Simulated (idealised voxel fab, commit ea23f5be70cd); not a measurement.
Process module, titled voxel self aligned contacts
In the cross-section labelled cut, the width is 215 nm and each square cell is 5 nm.
If you're reading a cross-section in this doc, picture square cells in a grid; it comes to you as bands, top ones listed first down to the bottom, and a band can be one or more rows of cells. Each band's line starts with the height of the band's top and of its bottom, in nm. Then come its materials from left to right, each with its width in nm. One material with "edge to edge" fills the band from edge to edge. "empty" is empty space. Below 0: as-received wafer, all one material; heights counted from there. Lowest band: no bottom, goes on down, written "top 0, no bottom". The expression "30->40" gives the width at the extremes of the band, the first number at its top row of cells and the second at its bottom row, with the width changing by equal amounts from each row to the next in between. Take "nothing different" at face value: in the step it is given for, the cross-section changed in none of its cells. Basically, "Non-vented voids" tells you about the enclosed voids: empty spaces with no open way to the top, 8 cells or bigger, each written width x height at distance, where distance is from the left edge, all in nm. It should be noted that, on the line of a given step, the content following the step's settings is a remark produced by the simulator itself with respect to that step. Steps that use a mask can have "overlay nm" on their line. It says how far the mask sat to the right of where it was meant to be. Negative means to the left.
The process steps that were planned are listed below:
- 1: RECEIVE,material Si
- 2: CONFORMAL_DEP,material SiO2,thk nm 5
- 3: DIRECTIONAL_DEP,material polySi,thk nm 30
- 4: DIRECTIONAL_DEP,material SiN,thk nm 25
- 5: PATTERN,tone cover,mask id GATE,material resist,width nm 30,pitch nm 70,thk nm 15,overlay nm 0
- 6: DIRECTIONAL_ETCH,etch materials SiN,depth nm 25
- 7: DIRECTIONAL_ETCH,etch materials polySi,depth nm 30
- 8: STRIP,etch materials resist
- 9: CONFORMAL_DEP,material SiN,thk nm 10
- 10: DIRECTIONAL_ETCH,etch materials SiN,depth nm 10
- 11: FILL_DEP,material SiO2,thk nm 10
- 12: CMP,height nm 65
- 13: DIRECTIONAL_DEP,material aC,thk nm 15
- 14: PATTERN,tone open,mask id CONTACT,material resist,width nm 50,pitch nm 70,thk nm 35,overlay nm 0
- 15: DIRECTIONAL_ETCH,etch materials aC,depth nm 15
- 16: STRIP,etch materials resist
- 17: DIRECTIONAL_ETCH,etch materials SiO2,depth nm 65
- 18: STRIP,etch materials aC
- 19: CONFORMAL_DEP,material TiN,thk nm 5
- 20: FILL_DEP,material W,thk nm 10
- 21: CMP,height nm 65
- 22: CONFORMAL_DEP,material SiN,thk nm 5
First of the two wafers, run per plan:
Incoming wafer in cross-section (state: after step 1):
  top 0, no bottom: Si edge to edge
  Non-vented voids: none
Step 2 done - wafer cross-section:
  top 5, bottom 0: SiO2 edge to edge
  No changes below 0.
Step 3 done - wafer cross-section:
  top 35, bottom 5: polySi edge to edge
  No changes below 5.
Step 4 done - wafer cross-section:
  top 60, bottom 35: SiN edge to edge
  No changes below 35.
Step 5 done - wafer cross-section:
  top 75, bottom 60: 20 of empty, 30 of resist, 40 of empty, 30 of resist, 40 of empty, 30 of resist, 25 of empty
  No changes below 60.
Step 6 done - wafer cross-section:
  top 75, bottom 60: 20 of empty, 30 of resist, 40 of empty, 30 of resist, 40 of empty, 30 of resist, 25 of empty
  top 60, bottom 35: 20 of empty, 30 of SiN, 40 of empty, 30 of SiN, 40 of empty, 30 of SiN, 25 of empty
  No changes below 35.
Step 7 done - wafer cross-section:
  top 75, bottom 60: 20 of empty, 30 of resist, 40 of empty, 30 of resist, 40 of empty, 30 of resist, 25 of empty
  top 60, bottom 35: 20 of empty, 30 of SiN, 40 of empty, 30 of SiN, 40 of empty, 30 of SiN, 25 of empty
  top 35, bottom 5: 20 of empty, 30 of polySi, 40 of empty, 30 of polySi, 40 of empty, 30 of polySi, 25 of empty
  No changes below 5.
Step 8 done - wafer cross-section:
  top 60, bottom 35: 20 of empty, 30 of SiN, 40 of empty, 30 of SiN, 40 of empty, 30 of SiN, 25 of empty
  No changes below 35.
Step 9 done - wafer cross-section:
  top 70, bottom 35: 10 of empty, 50 of SiN, 20 of empty, 50 of SiN, 20 of empty, 50 of SiN, 15 of empty
  top 35, bottom 15: 10 of empty, 10 of SiN, 30 of polySi, 10 of SiN, 20 of empty, 10 of SiN, 30 of polySi, 10 of SiN, 20 of empty, 10 of SiN, 30 of polySi, 10 of SiN, 15 of empty
  top 15, bottom 5: 20 of SiN, 30 of polySi, 40 of SiN, 30 of polySi, 40 of SiN, 30 of polySi, 25 of SiN
  No changes below 5.
Step 10 done - wafer cross-section:
  top 60, bottom 35: 10 of empty, 50 of SiN, 20 of empty, 50 of SiN, 20 of empty, 50 of SiN, 15 of empty
  top 35, bottom 5: 10 of empty, 10 of SiN, 30 of polySi, 10 of SiN, 20 of empty, 10 of SiN, 30 of polySi, 10 of SiN, 20 of empty, 10 of SiN, 30 of polySi, 10 of SiN, 15 of empty
  No changes below 5.
Step 11 done - wafer cross-section:
  top 70, bottom 60: SiO2 edge to edge
  top 60, bottom 35: 10 of SiO2, 50 of SiN, 20 of SiO2, 50 of SiN, 20 of SiO2, 50 of SiN, 15 of SiO2
  top 35, bottom 5: 10 of SiO2, 10 of SiN, 30 of polySi, 10 of SiN, 20 of SiO2, 10 of SiN, 30 of polySi, 10 of SiN, 20 of SiO2, 10 of SiN, 30 of polySi, 10 of SiN, 15 of SiO2
  No changes below 5.
Step 12 done - wafer cross-section:
  top 65, bottom 60: SiO2 edge to edge
  No changes below 60.
Step 13 done - wafer cross-section:
  top 80, bottom 65: aC edge to edge
  No changes below 65.
Step 14 done - wafer cross-section:
  top 115, bottom 80: 45 of resist, 50 of empty, 20 of resist, 50 of empty, 50 of resist
  No changes below 80.
Step 15 done - wafer cross-section:
  top 100, bottom 80: 45 of resist, 50 of empty, 20 of resist, 50 of empty, 50 of resist
  top 80, bottom 65: 45 of aC, 50 of empty, 20 of aC, 50 of empty, 50 of aC
  No changes below 65.
Step 16 done - wafer cross-section:
  top 80, bottom 65: 45 of aC, 50 of empty, 20 of aC, 50 of empty, 50 of aC
  No changes below 65.
Step 17 done - wafer cross-section:
  top 80, bottom 65: 45 of aC, 50 of empty, 20 of aC, 50 of empty, 50 of aC
  top 65, bottom 60: 45 of SiO2, 50 of empty, 20 of SiO2, 50 of empty, 50 of SiO2
  top 60, bottom 35: 10 of SiO2, 50 of SiN, 20 of empty, 50 of SiN, 20 of empty, 50 of SiN, 15 of SiO2
  top 35, bottom 5: 10 of SiO2, 10 of SiN, 30 of polySi, 10 of SiN, 20 of empty, 10 of SiN, 30 of polySi, 10 of SiN, 20 of empty, 10 of SiN, 30 of polySi, 10 of SiN, 15 of SiO2
  top 5, bottom 0: 60 of SiO2, 20 of empty, 50 of SiO2, 20 of empty, 65 of SiO2
  No changes below 0.
Step 18 done - wafer cross-section:
  top 65, bottom 60: 45 of SiO2, 50 of empty, 20 of SiO2, 50 of empty, 50 of SiO2
  No changes below 60.
Step 19 done - wafer cross-section:
  top 70, bottom 65: 50 of TiN, 40 of empty, 30 of TiN, 40 of empty, 55 of TiN
  top 65, bottom 60: 45 of SiO2, 20 of TiN, 10 of empty, 20 of TiN, 20 of SiO2, 20 of TiN, 10 of empty, 20 of TiN, 50 of SiO2
  top 60, bottom 35: 10 of SiO2, 50 of SiN, 5 of TiN, 10 of empty, 5 of TiN, 50 of SiN, 5 of TiN, 10 of empty, 5 of TiN, 50 of SiN, 15 of SiO2
  top 35, bottom 5: 10 of SiO2, 10 of SiN, 30 of polySi, 10 of SiN, 5 of TiN, 10 of empty, 5 of TiN, 10 of SiN, 30 of polySi, 10 of SiN, 5 of TiN, 10 of empty, 5 of TiN, 10 of SiN, 30 of polySi, 10 of SiN, 15 of SiO2
  top 5, bottom 0: 60 of SiO2, 20 of TiN, 50 of SiO2, 20 of TiN, 65 of SiO2
  No changes below 0.
Step 20 done - wafer cross-section:
  top 80, bottom 70: W edge to edge
  top 70, bottom 65: 50 of TiN, 40 of W, 30 of TiN, 40 of W, 55 of TiN
  top 65, bottom 60: 45 of SiO2, 20 of TiN, 10 of W, 20 of TiN, 20 of SiO2, 20 of TiN, 10 of W, 20 of TiN, 50 of SiO2
  top 60, bottom 35: 10 of SiO2, 50 of SiN, 5 of TiN, 10 of W, 5 of TiN, 50 of SiN, 5 of TiN, 10 of W, 5 of TiN, 50 of SiN, 15 of SiO2
  top 35, bottom 5: 10 of SiO2, 10 of SiN, 30 of polySi, 10 of SiN, 5 of TiN, 10 of W, 5 of TiN, 10 of SiN, 30 of polySi, 10 of SiN, 5 of TiN, 10 of W, 5 of TiN, 10 of SiN, 30 of polySi, 10 of SiN, 15 of SiO2
  No changes below 5.
Step 21 done - wafer cross-section:
  top 65, bottom 60: 45 of SiO2, 20 of TiN, 10 of W, 20 of TiN, 20 of SiO2, 20 of TiN, 10 of W, 20 of TiN, 50 of SiO2
  No changes below 60.
Step 22 done - wafer cross-section:
  top 70, bottom 65: SiN edge to edge
  No changes below 65.
The second wafer: identical to the first at the outset and in its planned sequence, differing only in that one mistake was made during processing; up to and including step 20, its path is the first wafer's path:
Second wafer at the planned finish of step 21, seen in cross-section: nothing different
Second wafer at the planned finish of step 22, seen in cross-section:
  top 85, bottom 80: SiN edge to edge
  No changes below 80.
It is concluded that the wafer was processed incorrectly with respect to the plan, in that no execution of plan step 21; skipped
Final tally in cells, some materials are higher or lower on the second wafer than on the first: TiN: 27 more; W: 102 more
